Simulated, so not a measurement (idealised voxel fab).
Process module under the name voxel air gaps
155 nm wide, 5 nm square cells: that's cross-section cut.
Cross-section format: a grid of square cells, given as bands from top to bottom; each band is one or more rows of cells.
In this notation a band is specified by the heights of its top and bottom, in that order and in nm, after which its materials appear from left to right, each paired with its width in nm. The word "everywhere" attached to a single material means that material fills the band from edge to edge; the word "empty" stands for empty space.
Heights from 0 (as-received wafer is one material below). Bottom band endless downward, as "0 and below".
Per-row width for "30 to 40": begins at first number (top row of band), ends at second number (bottom row), increment between rows held constant.
Step marked "stayed the same"? Then no cell in the cross-section changed in it.
"Cavities, closed" - sealed voids, min. 8 cells, no opening to top; format: width x height at distance (distance from left edge; nm throughout).
What comes after the settings on a step's line is commentary from the simulator itself on that step.
The optional step-line setting "overlay nm" applies to steps with a mask and quantifies how far to the right of its planned location the mask lay, a negative value indicating leftward placement.

**plan**
1: RECEIVE: material Si
2: CONFORMAL_DEP: material SiO2, thk nm 15
3: CONFORMAL_DEP: material SiCN, thk nm 5
4: DIRECTIONAL_DEP: material lowk, thk nm 40
5: PATTERN: tone open, mask id LINES, material resist, width nm 15, pitch nm 40, thk nm 20, overlay nm 0
6: DIRECTIONAL_ETCH: etch materials lowk, depth nm 40
7: STRIP: etch materials resist
8: CONFORMAL_DEP: material TiN, thk nm 5
9: FILL_DEP: material W, thk nm 10
10: CMP: height nm 60
11: EPI: material Ru, thk nm 10
12: SELECTIVE_ETCH: etch materials lowk, depth nm 50
13: CONFORMAL_DEP: material SiCN, thk nm 5

**First wafer of two (run as planned)**

**As-received state of the wafer in cross-section, equivalent to post-step 1**
	0 and below: Si everywhere
	Cavities, closed: none

**Wafer xsec, post step 2**
	15 down to 0: SiO2 everywhere
	Unchanged below 0.

**Wafer xsec, post step 3**
	20 down to 15: SiCN everywhere
	Unchanged below 15.

**Wafer xsec, post step 4**
	60 down to 20: lowk everywhere
	Unchanged below 20.

**Wafer xsec, post step 5**
	80 down to 60: 30 resist; 15 empty; 25 resist; 15 empty; 25 resist; 15 empty; 30 resist
	Unchanged below 60.

**Wafer xsec, post step 6**
	80 down to 60: 30 resist; 15 empty; 25 resist; 15 empty; 25 resist; 15 empty; 30 resist
	60 down to 20: 30 lowk; 15 empty; 25 lowk; 15 empty; 25 lowk; 15 empty; 30 lowk
	Unchanged below 20.

**Wafer xsec, post step 7**
	60 down to 20: 30 lowk; 15 empty; 25 lowk; 15 empty; 25 lowk; 15 empty; 30 lowk
	Unchanged below 20.

**Wafer xsec, post step 8**
	65 down to 60: 35 TiN; 5 empty; 35 TiN; 5 empty; 35 TiN; 5 empty; 35 TiN
	60 down to 25: 30 lowk; 5 TiN; 5 empty; 5 TiN; 25 lowk; 5 TiN; 5 empty; 5 TiN; 25 lowk; 5 TiN; 5 empty; 5 TiN; 30 lowk
	25 down to 20: 30 lowk; 15 TiN; 25 lowk; 15 TiN; 25 lowk; 15 TiN; 30 lowk
	Unchanged below 20.

**Wafer xsec, post step 9**
	75 down to 65: W everywhere
	65 down to 60: 35 TiN; 5 W; 35 TiN; 5 W; 35 TiN; 5 W; 35 TiN
	60 down to 25: 30 lowk; 5 TiN; 5 W; 5 TiN; 25 lowk; 5 TiN; 5 W; 5 TiN; 25 lowk; 5 TiN; 5 W; 5 TiN; 30 lowk
	Unchanged below 25.

**Wafer xsec, post step 10**
	60 down to 25: 30 lowk; 5 TiN; 5 W; 5 TiN; 25 lowk; 5 TiN; 5 W; 5 TiN; 25 lowk; 5 TiN; 5 W; 5 TiN; 30 lowk
	Unchanged below 25.

**Wafer xsec, post step 11**
	70 down to 60: 20 empty; 35 Ru; 5 empty; 35 Ru; 5 empty; 35 Ru; 20 empty
	Unchanged below 60.

**Wafer xsec, post step 12**
	70 down to 60: 20 empty; 35 Ru; 5 empty; 35 Ru; 5 empty; 35 Ru; 20 empty
	60 down to 25: 30 empty; 5 TiN; 5 W; 5 TiN; 25 empty; 5 TiN; 5 W; 5 TiN; 25 empty; 5 TiN; 5 W; 5 TiN; 30 empty
	25 down to 20: 30 empty; 15 TiN; 25 empty; 15 TiN; 25 empty; 15 TiN; 30 empty
	Unchanged below 20.

**Wafer xsec, post step 13**
	75 down to 70: 15 empty; 125 SiCN; 15 empty
	70 down to 60: 15 empty; 5 SiCN; 35 Ru; 5 SiCN; 35 Ru; 5 SiCN; 35 Ru; 5 SiCN; 15 empty
	60 down to 55: 15 empty; 15 SiCN; 5 TiN; 5 W; 5 TiN; 25 SiCN; 5 TiN; 5 W; 5 TiN; 25 SiCN; 5 TiN; 5 W; 5 TiN; 15 SiCN; 15 empty
	55 down to 25: 25 empty; 5 SiCN; 5 TiN; 5 W; 5 TiN; 5 SiCN; 15 empty; 5 SiCN; 5 TiN; 5 W; 5 TiN; 5 SiCN; 15 empty; 5 SiCN; 5 TiN; 5 W; 5 TiN; 5 SiCN; 25 empty
	25 down to 20: 30 SiCN; 15 TiN; 25 SiCN; 15 TiN; 25 SiCN; 15 TiN; 30 SiCN
	Unchanged below 20.
	Cavities, closed: 15 x 30 at 50; 15 x 30 at 90

**Second wafer, same starting conditions and recipe as the first, one mistake in executing it, nothing differs from the first up to and including step 1**

**Look at the second wafer in cross-section at the time step 2 ought to have finished**
	30 down to 0: SiO2 everywhere
	Unchanged below 0.

**Look at the second wafer in cross-section at the time step 3 ought to have finished**
	35 down to 30: SiCN everywhere
	Unchanged below 30.

**Look at the second wafer in cross-section at the time step 4 ought to have finished**
	75 down to 35: lowk everywhere
	Unchanged below 35.

**Look at the second wafer in cross-section at the time step 5 ought to have finished**
	95 down to 75: 30 resist; 15 empty; 25 resist; 15 empty; 25 resist; 15 empty; 30 resist
	Unchanged below 75.

**Look at the second wafer in cross-section at the time step 6 ought to have finished**
	95 down to 75: 30 resist; 15 empty; 25 resist; 15 empty; 25 resist; 15 empty; 30 resist
	75 down to 35: 30 lowk; 15 empty; 25 lowk; 15 empty; 25 lowk; 15 empty; 30 lowk
	Unchanged below 35.

**Look at the second wafer in cross-section at the time step 7 ought to have finished**
	75 down to 35: 30 lowk; 15 empty; 25 lowk; 15 empty; 25 lowk; 15 empty; 30 lowk
	Unchanged below 35.

**Look at the second wafer in cross-section at the time step 8 ought to have finished**
	80 down to 75: 35 TiN; 5 empty; 35 TiN; 5 empty; 35 TiN; 5 empty; 35 TiN
	75 down to 40: 30 lowk; 5 TiN; 5 empty; 5 TiN; 25 lowk; 5 TiN; 5 empty; 5 TiN; 25 lowk; 5 TiN; 5 empty; 5 TiN; 30 lowk
	40 down to 35: 30 lowk; 15 TiN; 25 lowk; 15 TiN; 25 lowk; 15 TiN; 30 lowk
	Unchanged below 35.

**Look at the second wafer in cross-section at the time step 9 ought to have finished**
	90 down to 80: W everywhere
	80 down to 75: 35 TiN; 5 W; 35 TiN; 5 W; 35 TiN; 5 W; 35 TiN
	75 down to 40: 30 lowk; 5 TiN; 5 W; 5 TiN; 25 lowk; 5 TiN; 5 W; 5 TiN; 25 lowk; 5 TiN; 5 W; 5 TiN; 30 lowk
	Unchanged below 40.

**Look at the second wafer in cross-section at the time step 10 ought to have finished**
	60 down to 40: 30 lowk; 5 TiN; 5 W; 5 TiN; 25 lowk; 5 TiN; 5 W; 5 TiN; 25 lowk; 5 TiN; 5 W; 5 TiN; 30 lowk
	Unchanged below 40.

**Look at the second wafer in cross-section at the time step 11 ought to have finished**
	70 down to 60: 20 empty; 35 Ru; 5 empty; 35 Ru; 5 empty; 35 Ru; 20 empty
	Unchanged below 60.

**Look at the second wafer in cross-section at the time step 12 ought to have finished**
	70 down to 60: 20 empty; 35 Ru; 5 empty; 35 Ru; 5 empty; 35 Ru; 20 empty
	60 down to 40: 30 empty; 5 TiN; 5 W; 5 TiN; 25 empty; 5 TiN; 5 W; 5 TiN; 25 empty; 5 TiN; 5 W; 5 TiN; 30 empty
	40 down to 35: 30 empty; 15 TiN; 25 empty; 15 TiN; 25 empty; 15 TiN; 30 empty
	Unchanged below 35.

**Look at the second wafer in cross-section at the time step 13 ought to have finished**
	75 down to 70: 15 empty; 125 SiCN; 15 empty
	70 down to 60: 15 empty; 5 SiCN; 35 Ru; 5 SiCN; 35 Ru; 5 SiCN; 35 Ru; 5 SiCN; 15 empty
	60 down to 55: 15 empty; 15 SiCN; 5 TiN; 5 W; 5 TiN; 25 SiCN; 5 TiN; 5 W; 5 TiN; 25 SiCN; 5 TiN; 5 W; 5 TiN; 15 SiCN; 15 empty
	55 down to 40: 25 empty; 5 SiCN; 5 TiN; 5 W; 5 TiN; 5 SiCN; 15 empty; 5 SiCN; 5 TiN; 5 W; 5 TiN; 5 SiCN; 15 empty; 5 SiCN; 5 TiN; 5 W; 5 TiN; 5 SiCN; 25 empty
	40 down to 35: 30 SiCN; 15 TiN; 25 SiCN; 15 TiN; 25 SiCN; 15 TiN; 30 SiCN
	Unchanged below 35.
	Cavities, closed: 15 x 15 at 50; 15 x 15 at 90
Heads up, the wafer didn't run the way we planned it: step 2 was run twice
End check, counted in cells, second wafer has more or fewer of these materials than the first: -18 SiCN | +93 SiO2 | -18 TiN | -9 W
